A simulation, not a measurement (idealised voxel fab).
Documented hereafter: the process module known as voxel self aligned contacts.
Square cell edge 5 nm, section width 145 nm, ID cut.
A cross-section is written here as square cells arranged in a grid, and it is given in bands from the top down, each band taking up one or more rows of cells. Look at the band entry: it leads with the top's height and the bottom's height in nm. Then it lists the materials left to right, with a width in nm for each. The word "edge to edge" on a single material says that material fills the band edge to edge. The word "air" is empty space. Where do heights start? At 0: under that level the wafer as delivered is made of one material only. And the lowest band has no floor; it just carries on downward, as in "0 -> down". The notation "30..40" denotes a width that varies across the rows of cells in the band, beginning at the first number in the top row, finishing at the second number in the bottom row, and changing by an identical amount from each row to the next. Key: "everything unchanged" - step with no changed cell in the cross-section. "Sealed void inventory": empty spaces of 8 cells or more with no open way to the top, each given as width x height at distance, distance from the left edge, all in nm. Read whatever lies past the settings on a step's line as the simulator's own remark about the step. A step line may carry the setting "overlay nm", which, for steps involving a mask, states the distance by which the mask lay to the right of its intended position; negative values denote displacement to the left.

## Process steps - plan
step 1: RECEIVE [material Si]
step 2: CONFORMAL_DEP [material SiO2] [thk nm 5]
step 3: DIRECTIONAL_DEP [material polySi] [thk nm 30]
step 4: DIRECTIONAL_DEP [material SiN] [thk nm 20]
step 5: DIRECTIONAL_DEP [material aC] [thk nm 15]
step 6: PATTERN [tone cover] [mask id GATE] [material resist] [width nm 30] [pitch nm 55] [thk nm 30] [overlay nm 0]
step 7: DIRECTIONAL_ETCH [etch materials aC] [depth nm 15]
step 8: STRIP [etch materials resist]
step 9: DIRECTIONAL_ETCH [etch materials SiN] [depth nm 20]
step 10: DIRECTIONAL_ETCH [etch materials polySi] [depth nm 30]
step 11: STRIP [etch materials aC]
step 12: CONFORMAL_DEP [material SiN] [thk nm 5]
step 13: DIRECTIONAL_ETCH [etch materials SiN] [depth nm 5]
step 14: FILL_DEP [material SiO2] [thk nm 10]
step 15: CMP [height nm 60]
step 16: MASKED_ETCH [tone open] [mask id CONTACT] [width nm 35] [etch materials SiO2] [depth nm 60] [overlay nm 0]
step 17: CONFORMAL_DEP [material TiN] [thk nm 5]
step 18: FILL_DEP [material W] [thk nm 10]
step 19: CMP [height nm 60]
step 20: CONFORMAL_DEP [material SiN] [thk nm 5]

## Cross-section of the wafer as it came to us, i.e., already through step 1
0 -> down = Si edge to edge
Sealed void inventory: none

## Cross-sectional image of the first of two wafers at the end of the module, the run having proceeded as planned
65 -> 60 = SiN edge to edge
60 -> 55 = SiO2 (55), TiN (15), W (5), TiN (15), SiO2 (55)
55 -> 35 = SiO2 (25), SiN (40), TiN (5), W (5), TiN (5), SiN (40), SiO2 (25)
35 -> 5 = SiO2 (25), SiN (5), polySi (30), SiN (5), TiN (5), W (5), TiN (5), SiN (5), polySi (30), SiN (5), SiO2 (25)
5 -> 0 = SiO2 (65), TiN (15), SiO2 (65)
0 -> down = Si edge to edge
Sealed void inventory: none

## Second wafer through the module, sectioned at the end: same beginning and same plan as the first wafer, with one mistake in carrying it out
80 -> 75 = SiN edge to edge
75 -> 65 = W edge to edge
65 -> 60 = TiN (60), W (25), TiN (60)
60 -> 55 = SiO2 (55), TiN (15), W (5), TiN (15), SiO2 (55)
55 -> 35 = SiO2 (25), SiN (40), TiN (5), W (5), TiN (5), SiN (40), SiO2 (25)
35 -> 5 = SiO2 (25), SiN (5), polySi (30), SiN (5), TiN (5), W (5), TiN (5), SiN (5), polySi (30), SiN (5), SiO2 (25)
5 -> 0 = SiO2 (65), TiN (15), SiO2 (65)
0 -> down = Si edge to edge
Sealed void inventory: none
What broke from the plan during processing? plan step 19 skipped
Once processing is complete, comparing cell counts shows that the second wafer has more or fewer of certain materials than the first: TiN: 24 more; W: 63 more
